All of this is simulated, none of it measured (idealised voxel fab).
A process module follows: voxel released beams.
The width of the displayed cross-section, cut, is 140 nm; its cells are square, with a size of 5 nm.
We lay out every cross-section as a grid of square cells and spell it out in bands from the top down, where one band means one or more rows of cells.
Heights first: top, then bottom, in nm. Then materials, left to right, each with a width in nm. "edge to edge" on a single material: fills the band edge to edge. "air": empty space.
Zero point of the height axis is 0; under it, received wafer = one material. Lowest band: continues down indefinitely, "0 and below".
Width "30->40": first value at the band's top row of cells, second value at its bottom row, equal change from row to row.
Step marked "remains unaltered"? Then no cell in the cross-section changed in it.
"Enclosed internal cavities": empty spaces of 8 cells or more with no open way to the top, each given as width x height at distance, distance from the left edge, all in nm.
The remark found on a step's line after its settings is issued by the simulator itself and pertains to that step.
On any step carrying a mask, the "overlay nm" setting, if present on the step's line, tells how far right of its planned place the mask lay; negative values point to the left.

### The steps planned for the process are as follows
1. RECEIVE, material Si
2. CONFORMAL_DEP, material Al2O3, thk nm 5
3. DIRECTIONAL_DEP, material SiO2, thk nm 15
4. PATTERN, tone open, mask id ANCHOR, material resist, width nm 30, thk nm 15, overlay nm 0
5. DIRECTIONAL_ETCH, etch materials SiO2, depth nm 15
6. STRIP, etch materials resist
7. CONFORMAL_DEP, material W, thk nm 10
8. MASKED_ETCH, tone cover, mask id BEAM, width nm 75, etch materials W, depth nm 10, overlay nm 0
9. STRIP, etch materials SiO2
Split variable: width nm, step 8. Plan value = first wafer. Wafers start alike.

### first wafer as received, after step 1
  0 and below = Si edge to edge
  Enclosed internal cavities: none

### first wafer at the end, after step 9
  30 down to 20 = 30 air | 10 W | 10 air | 55 W | 35 air
  20 down to 15 = 30 air | 10 W | 10 air | 10 W | 80 air
  15 down to 5 = 30 air | 30 W | 80 air
  5 down to 0 = Al2O3 edge to edge
  0 and below = Si edge to edge
  Enclosed internal cavities: none

### Cross-sectional view of the final wafer of several at the module's end
  30 down to 20 = 20 air | 20 W | 10 air | 70 W | 20 air
  20 down to 15 = 30 air | 10 W | 10 air | 10 W | 80 air
  15 down to 5 = 30 air | 30 W | 80 air
  5 down to 0 = Al2O3 edge to edge
  0 and below = Si edge to edge
  Enclosed internal cavities: none

### Where each wafer stands at the end of the module, a row apiece: cells of each material gained (+) or lost (-) since it was received, then closed voids
width nm 75 | +28 Al2O3 | +42 W | Enclosed internal cavities: none
width nm 80 | +28 Al2O3 | +44 W | Enclosed internal cavities: none
width nm 85 | +28 Al2O3 | +46 W | Enclosed internal cavities: none
width nm 90 | +28 Al2O3 | +48 W | Enclosed internal cavities: none
width nm 95 | +28 Al2O3 | +50 W | Enclosed internal cavities: none
width nm 100 | +28 Al2O3 | +52 W | Enclosed internal cavities: none
